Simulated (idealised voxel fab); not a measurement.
Process module, titled voxel self aligned vias
Displayed cross-section: cut, width of 275 nm, square cells sized 5 nm.
In this document a cross-section is written as a grid of square cells. It is given as a series of bands, listed from the top down, and a band is one or more rows of cells. It is stipulated that each band's entry specify, in nanometres, the height of the top of the band and then that of its bottom, followed by the materials of the band in left-to-right sequence, each together with its width in nanometres. A single material marked by the word "throughout" is understood to fill the band from edge to edge; the word "empty" is understood to denote empty space. Measure heights from 0. That's the level where, below it, the as-received wafer is all one material. The lowest band is bottomless and extends downward; write it as in "0 down". The notation "30->40" denotes a width that varies across the rows of cells in the band, beginning at the first number in the top row, finishing at the second number in the bottom row, and changing by an identical amount from each row to the next. It should be understood that the words "nothing was modified", when stated for a given step, signify that the cross-section underwent no change in any of its cells during that step. Closed empty spaces (no open way to the top) of 8 cells or more are what "Enclosed voids" lists, each as width x height at distance from the left edge, nm for all three. Anything after a step's settings on that line? It's the simulator's own note about the step. overlay nm: right-of-plan distance of the mask on a masked step; negative values mean left-of-plan.

List of planned process steps:
step 1: RECEIVE with material Si
step 2: CONFORMAL_DEP with material SiO2, thk nm 10
step 3: CONFORMAL_DEP with material SiCN, thk nm 5
step 4: DIRECTIONAL_DEP with material SiO2, thk nm 20
step 5: MASKED_ETCH with tone open, mask id LINES, width nm 20, pitch nm 50, etch materials SiO2, depth nm 20, overlay nm 0
step 6: CONFORMAL_DEP with material TiN, thk nm 5
step 7: FILL_DEP with material W, thk nm 10
step 8: CMP with height nm 35
step 9: SELECTIVE_ETCH with etch materials W Ru TiN, depth nm 10
step 10: FILL_DEP with material SiN, thk nm 10
step 11: CMP with height nm 35
step 12: DIRECTIONAL_DEP with material SiO2, thk nm 15
step 13: PATTERN with tone open, mask id VIAS, material resist, width nm 30, thk nm 15, overlay nm 0
step 14: DIRECTIONAL_ETCH with etch materials SiO2, depth nm 15
step 15: DIRECTIONAL_ETCH with etch materials SiN, depth nm 10
step 16: STRIP with etch materials resist
step 17: CONFORMAL_DEP with material TiN, thk nm 5
step 18: FILL_DEP with material Ru, thk nm 5
step 19: CMP with height nm 50
step 20: CONFORMAL_DEP with material SiN, thk nm 5

Run as planned: first of two wafers:

As-received wafer cross-section (after step 1):
  0 down = Si throughout
  Enclosed voids: none

The wafer, seen in cross-section, after step 2:
  10 to 0 = SiO2 throughout
  No changes below 0.

The wafer, seen in cross-section, after step 3:
  15 to 10 = SiCN throughout
  No changes below 10.

The wafer, seen in cross-section, after step 4:
  35 to 15 = SiO2 throughout
  No changes below 15.

The wafer, seen in cross-section, after step 5:
  35 to 15 = 100 nm SiO2 | 20 nm empty | 30 nm SiO2 | 20 nm empty | 105 nm SiO2
  No changes below 15.

The wafer, seen in cross-section, after step 6:
  40 to 35 = 105 nm TiN | 10 nm empty | 40 nm TiN | 10 nm empty | 110 nm TiN
  35 to 20 = 100 nm SiO2 | 5 nm TiN | 10 nm empty | 5 nm TiN | 30 nm SiO2 | 5 nm TiN | 10 nm empty | 5 nm TiN | 105 nm SiO2
  20 to 15 = 100 nm SiO2 | 20 nm TiN | 30 nm SiO2 | 20 nm TiN | 105 nm SiO2
  No changes below 15.

The wafer, seen in cross-section, after step 7:
  50 to 40 = W throughout
  40 to 35 = 105 nm TiN | 10 nm W | 40 nm TiN | 10 nm W | 110 nm TiN
  35 to 20 = 100 nm SiO2 | 5 nm TiN | 10 nm W | 5 nm TiN | 30 nm SiO2 | 5 nm TiN | 10 nm W | 5 nm TiN | 105 nm SiO2
  No changes below 20.

The wafer, seen in cross-section, after step 8:
  35 to 20 = 100 nm SiO2 | 5 nm TiN | 10 nm W | 5 nm TiN | 30 nm SiO2 | 5 nm TiN | 10 nm W | 5 nm TiN | 105 nm SiO2
  No changes below 20.

The wafer, seen in cross-section, after step 9:
  35 to 25 = 100 nm SiO2 | 20 nm empty | 30 nm SiO2 | 20 nm empty | 105 nm SiO2
  No changes below 25.

The wafer, seen in cross-section, after step 10:
  45 to 35 = SiN throughout
  35 to 25 = 100 nm SiO2 | 20 nm SiN | 30 nm SiO2 | 20 nm SiN | 105 nm SiO2
  No changes below 25.

The wafer, seen in cross-section, after step 11:
  35 to 25 = 100 nm SiO2 | 20 nm SiN | 30 nm SiO2 | 20 nm SiN | 105 nm SiO2
  No changes below 25.

The wafer, seen in cross-section, after step 12:
  50 to 35 = SiO2 throughout
  No changes below 35.

The wafer, seen in cross-section, after step 13:
  65 to 50 = 95 nm resist | 30 nm empty | 150 nm resist
  No changes below 50.

The wafer, seen in cross-section, after step 14:
  65 to 50 = 95 nm resist | 30 nm empty | 150 nm resist
  50 to 35 = 95 nm SiO2 | 30 nm empty | 150 nm SiO2
  No changes below 35.

The wafer, seen in cross-section, after step 15:
  65 to 50 = 95 nm resist | 30 nm empty | 150 nm resist
  50 to 35 = 95 nm SiO2 | 30 nm empty | 150 nm SiO2
  35 to 25 = 100 nm SiO2 | 20 nm empty | 30 nm SiO2 | 20 nm SiN | 105 nm SiO2
  No changes below 25.

The wafer, seen in cross-section, after step 16:
  50 to 35 = 95 nm SiO2 | 30 nm empty | 150 nm SiO2
  No changes below 35.

The wafer, seen in cross-section, after step 17:
  55 to 50 = 100 nm TiN | 20 nm empty | 155 nm TiN
  50 to 40 = 95 nm SiO2 | 5 nm TiN | 20 nm empty | 5 nm TiN | 150 nm SiO2
  40 to 35 = 95 nm SiO2 | 10 nm TiN | 10 nm empty | 10 nm TiN | 150 nm SiO2
  35 to 30 = 100 nm SiO2 | 5 nm TiN | 10 nm empty | 5 nm TiN | 30 nm SiO2 | 20 nm SiN | 105 nm SiO2
  30 to 25 = 100 nm SiO2 | 20 nm TiN | 30 nm SiO2 | 20 nm SiN | 105 nm SiO2
  No changes below 25.

The wafer, seen in cross-section, after step 18:
  60 to 55 = Ru throughout
  55 to 50 = 100 nm TiN | 20 nm Ru | 155 nm TiN
  50 to 40 = 95 nm SiO2 | 5 nm TiN | 20 nm Ru | 5 nm TiN | 150 nm SiO2
  40 to 35 = 95 nm SiO2 | 10 nm TiN | 10 nm Ru | 10 nm TiN | 150 nm SiO2
  35 to 30 = 100 nm SiO2 | 5 nm TiN | 10 nm Ru | 5 nm TiN | 30 nm SiO2 | 20 nm SiN | 105 nm SiO2
  No changes below 30.

The wafer, seen in cross-section, after step 19:
  50 to 40 = 95 nm SiO2 | 5 nm TiN | 20 nm Ru | 5 nm TiN | 150 nm SiO2
  No changes below 40.

The wafer, seen in cross-section, after step 20:
  55 to 50 = SiN throughout
  No changes below 50.

Wafer two of the pair: same origin, same plan, one error during the run; identical to wafer one up to and including step 12:

Here is the second wafer in cross-section at the point where step 13 of the plan should have been done:
  65 to 50 = 100 nm resist | 25 nm empty | 150 nm resist
  No changes below 50.

Here is the second wafer in cross-section at the point where step 14 of the plan should have been done:
  65 to 50 = 100 nm resist | 25 nm empty | 150 nm resist
  50 to 35 = 100 nm SiO2 | 25 nm empty | 150 nm SiO2
  No changes below 35.

Here is the second wafer in cross-section at the point where step 15 of the plan should have been done:
  65 to 50 = 100 nm resist | 25 nm empty | 150 nm resist
  50 to 35 = 100 nm SiO2 | 25 nm empty | 150 nm SiO2
  35 to 25 = 100 nm SiO2 | 20 nm empty | 30 nm SiO2 | 20 nm SiN | 105 nm SiO2
  No changes below 25.

Here is the second wafer in cross-section at the point where step 16 of the plan should have been done:
  50 to 35 = 100 nm SiO2 | 25 nm empty | 150 nm SiO2
  No changes below 35.

Here is the second wafer in cross-section at the point where step 17 of the plan should have been done:
  55 to 50 = 105 nm TiN | 15 nm empty | 155 nm TiN
  50 to 40 = 100 nm SiO2 | 5 nm TiN | 15 nm empty | 5 nm TiN | 150 nm SiO2
  40 to 35 = 100 nm SiO2 | 5 nm TiN | 10 nm empty | 10 nm TiN | 150 nm SiO2
  35 to 30 = 100 nm SiO2 | 5 nm TiN | 10 nm empty | 5 nm TiN | 30 nm SiO2 | 20 nm SiN | 105 nm SiO2
  30 to 25 = 100 nm SiO2 | 20 nm TiN | 30 nm SiO2 | 20 nm SiN | 105 nm SiO2
  No changes below 25.

Here is the second wafer in cross-section at the point where step 18 of the plan should have been done:
  60 to 55 = Ru throughout
  55 to 50 = 105 nm TiN | 15 nm Ru | 155 nm TiN
  50 to 40 = 100 nm SiO2 | 5 nm TiN | 15 nm Ru | 5 nm TiN | 150 nm SiO2
  40 to 35 = 100 nm SiO2 | 5 nm TiN | 10 nm Ru | 10 nm TiN | 150 nm SiO2
  35 to 30 = 100 nm SiO2 | 5 nm TiN | 10 nm Ru | 5 nm TiN | 30 nm SiO2 | 20 nm SiN | 105 nm SiO2
  No changes below 30.

Here is the second wafer in cross-section at the point where step 19 of the plan should have been done:
  50 to 40 = 100 nm SiO2 | 5 nm TiN | 15 nm Ru | 5 nm TiN | 150 nm SiO2
  No changes below 40.

Here is the second wafer in cross-section at the point where step 20 of the plan should have been done:
  55 to 50 = SiN throughout
  No changes below 50.
Where did the run depart from the plan? step 13 deviated from plan and actually ran as PATTERN with tone open, mask id VIAS, material resist, width nm 25, thk nm 15, overlay nm 0
Final cells, second wafer relative to first, materials higher or lower: Ru: 2 fewer | SiO2: 3 more | TiN: 1 fewer
